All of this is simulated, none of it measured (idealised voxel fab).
You're looking at the process module voxel plated lines.
Xsec cut, 295 nm wide, square cell size 5 nm.
Cross-sections here: square-cell grids, written as top-down lists of bands, a band being one or more rows of cells. Each band's line starts with the height of the band's top and of its bottom, in nm. Then come its materials from left to right, each with its width in nm. One material with "throughout" fills the band from edge to edge. "empty" is empty space. Convention: height 0 is the level below which the wafer, as received, is all one material. The lowest band does not terminate at the bottom but continues downward, represented as "0 and below". The notation "30->40" denotes a width that varies across the rows of cells in the band, beginning at the first number in the top row, finishing at the second number in the bottom row, and changing by an identical amount from each row to the next. Basically "everything unchanged" means that step didn't change any cell in the cross-section. "Sealed-off cavities": empty spaces of 8 cells or more with no open way to the top, each given as width x height at distance, distance from the left edge, all in nm. Post-settings text on a step line: simulator's own remark regarding the step. A step's line can hold "overlay nm"; with a mask on that step, the setting says how far right of the planned place the mask lay, while a negative setting says it lay to the left.

Intended process steps:
1: RECEIVE with material Si
2: CONFORMAL_DEP with material SiN, thk nm 5
3: DIRECTIONAL_DEP with material TiN, thk nm 5
4: PATTERN with tone open, mask id LINES, material resist, width nm 25, pitch nm 40, thk nm 40, overlay nm 0
5: EPI with material Ru, thk nm 10
6: EPI with material Ru, thk nm 5
7: EPI with material Ru, thk nm 5
8: STRIP with etch materials resist
9: DIRECTIONAL_ETCH with etch materials TiN, depth nm 5
10: CONFORMAL_DEP with material SiN, thk nm 10

First of two wafers, with the run carried out as planned:

Received-state cross-section, reflecting completion of step 1:
- 0 and below | Si throughout
- Sealed-off cavities: none

How the wafer stands in section after step 2:
- 5 down to 0 | SiN throughout
- Anything lower than 0 is untouched.

How the wafer stands in section after step 3:
- 10 down to 5 | TiN throughout
- Anything lower than 5 is untouched.

How the wafer stands in section after step 4:
- 50 down to 10 | 95 resist, then 25 empty, then 15 resist, then 25 empty, then 15 resist, then 25 empty, then 95 resist
- Anything lower than 10 is untouched.

How the wafer stands in section after step 5:
- 50 down to 20 | 95 resist, then 25 empty, then 15 resist, then 25 empty, then 15 resist, then 25 empty, then 95 resist
- 20 down to 10 | 95 resist, then 25 Ru, then 15 resist, then 25 Ru, then 15 resist, then 25 Ru, then 95 resist
- Anything lower than 10 is untouched.

How the wafer stands in section after step 6:
- 50 down to 25 | 95 resist, then 25 empty, then 15 resist, then 25 empty, then 15 resist, then 25 empty, then 95 resist
- 25 down to 10 | 95 resist, then 25 Ru, then 15 resist, then 25 Ru, then 15 resist, then 25 Ru, then 95 resist
- Anything lower than 10 is untouched.

How the wafer stands in section after step 7:
- 50 down to 30 | 95 resist, then 25 empty, then 15 resist, then 25 empty, then 15 resist, then 25 empty, then 95 resist
- 30 down to 10 | 95 resist, then 25 Ru, then 15 resist, then 25 Ru, then 15 resist, then 25 Ru, then 95 resist
- Anything lower than 10 is untouched.

How the wafer stands in section after step 8:
- 30 down to 10 | 95 empty, then 25 Ru, then 15 empty, then 25 Ru, then 15 empty, then 25 Ru, then 95 empty
- Anything lower than 10 is untouched.

How the wafer stands in section after step 9:
- 30 down to 10 | 95 empty, then 25 Ru, then 15 empty, then 25 Ru, then 15 empty, then 25 Ru, then 95 empty
- 10 down to 5 | 95 empty, then 25 TiN, then 15 empty, then 25 TiN, then 15 empty, then 25 TiN, then 95 empty
- Anything lower than 5 is untouched.

How the wafer stands in section after step 10:
- 40 down to 30 | 85 empty, then 125 SiN, then 85 empty
- 30 down to 15 | 85 empty, then 10 SiN, then 25 Ru, then 15 SiN, then 25 Ru, then 15 SiN, then 25 Ru, then 10 SiN, then 85 empty
- 15 down to 10 | 95 SiN, then 25 Ru, then 15 SiN, then 25 Ru, then 15 SiN, then 25 Ru, then 95 SiN
- 10 down to 5 | 95 SiN, then 25 TiN, then 15 SiN, then 25 TiN, then 15 SiN, then 25 TiN, then 95 SiN
- Anything lower than 5 is untouched.

Second Wafer (Identical Start and Plan, One Processing Error; Matches First Wafer Through Step 4):

Look at the second wafer in cross-section at the time step 5 ought to have finished:
- 50 down to 30 | 95 resist, then 25 empty, then 15 resist, then 25 empty, then 15 resist, then 25 empty, then 95 resist
- 30 down to 10 | 95 resist, then 25 Ru, then 15 resist, then 25 Ru, then 15 resist, then 25 Ru, then 95 resist
- Anything lower than 10 is untouched.

Look at the second wafer in cross-section at the time step 6 ought to have finished:
- 50 down to 35 | 95 resist, then 25 empty, then 15 resist, then 25 empty, then 15 resist, then 25 empty, then 95 resist
- 35 down to 10 | 95 resist, then 25 Ru, then 15 resist, then 25 Ru, then 15 resist, then 25 Ru, then 95 resist
- Anything lower than 10 is untouched.

Look at the second wafer in cross-section at the time step 7 ought to have finished:
- 50 down to 40 | 95 resist, then 25 empty, then 15 resist, then 25 empty, then 15 resist, then 25 empty, then 95 resist
- 40 down to 10 | 95 resist, then 25 Ru, then 15 resist, then 25 Ru, then 15 resist, then 25 Ru, then 95 resist
- Anything lower than 10 is untouched.

Look at the second wafer in cross-section at the time step 8 ought to have finished:
- 40 down to 10 | 95 empty, then 25 Ru, then 15 empty, then 25 Ru, then 15 empty, then 25 Ru, then 95 empty
- Anything lower than 10 is untouched.

Look at the second wafer in cross-section at the time step 9 ought to have finished:
- 40 down to 10 | 95 empty, then 25 Ru, then 15 empty, then 25 Ru, then 15 empty, then 25 Ru, then 95 empty
- 10 down to 5 | 95 empty, then 25 TiN, then 15 empty, then 25 TiN, then 15 empty, then 25 TiN, then 95 empty
- Anything lower than 5 is untouched.

Look at the second wafer in cross-section at the time step 10 ought to have finished:
- 50 down to 40 | 85 empty, then 125 SiN, then 85 empty
- 40 down to 15 | 85 empty, then 10 SiN, then 25 Ru, then 15 SiN, then 25 Ru, then 15 SiN, then 25 Ru, then 10 SiN, then 85 empty
- 15 down to 10 | 95 SiN, then 25 Ru, then 15 SiN, then 25 Ru, then 15 SiN, then 25 Ru, then 95 SiN
- 10 down to 5 | 95 SiN, then 25 TiN, then 15 SiN, then 25 TiN, then 15 SiN, then 25 TiN, then 95 SiN
- Anything lower than 5 is untouched.
What was done differently from what was planned? twice, step 5 of the plan was run
FYI, end of process, the second wafer has more or fewer cells of some materials than the first: Ru: 30 more; SiN: 20 more
